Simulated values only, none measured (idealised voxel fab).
process module | voxel released beams
cross-section cut | 140 nm wide | cells 5 nm
A cross-section is a grid of square cells, given in bands from the top down. A band is one or more rows of cells.
Each band's line starts with the height of the band's top and of its bottom, in nm. Then come its materials from left to right, each with its width in nm. One material with "throughout" fills the band from edge to edge. "air" is empty space.
Height 0 is the level under which the wafer as received is all one material. The lowest band goes on downwards, as in "0 down".
A width such as "30 to 40" changes by the same amount from each row of cells to the next, from the band's top row to its bottom row.
"no change" after a step means that no cell of the cross-section changed.
closed voids: empty space of 8 cells or more with no open way to the top, each as width x height at its distance from the left edge, in nm
after a step's settings: what the simulator itself notes on the step
overlay nm, on a step with a mask: how far to the right of its planned place the mask lay; to the left if negative
plan
1 op RECEIVE | material Si
2 op CONFORMAL_DEP | material Al2O3 | thk nm 5
3 op DIRECTIONAL_DEP | material SiO2 | thk nm 10
4 op MASKED_ETCH | tone open | mask id ANCHOR | width nm 30 | etch materials SiO2 | depth nm 10 | overlay nm 0
5 op CONFORMAL_DEP | material W | thk nm 10
6 op MASKED_ETCH | tone cover | mask id BEAM | width nm 80 | etch materials W | depth nm 10 | overlay nm 0
7 op STRIP | etch materials SiO2
as received, after step 1
  0 down: Si throughout
  closed voids: none
a wafer at the end: this start, this plan, one mistake
  25 to 15: air 25 | W 80 | air 35
  15 to 10: Al2O3 throughout
  10 to 0: SiO2 throughout
  0 down: Si throughout
  closed voids: none
what went wrong: steps 2 and 3 were swapped
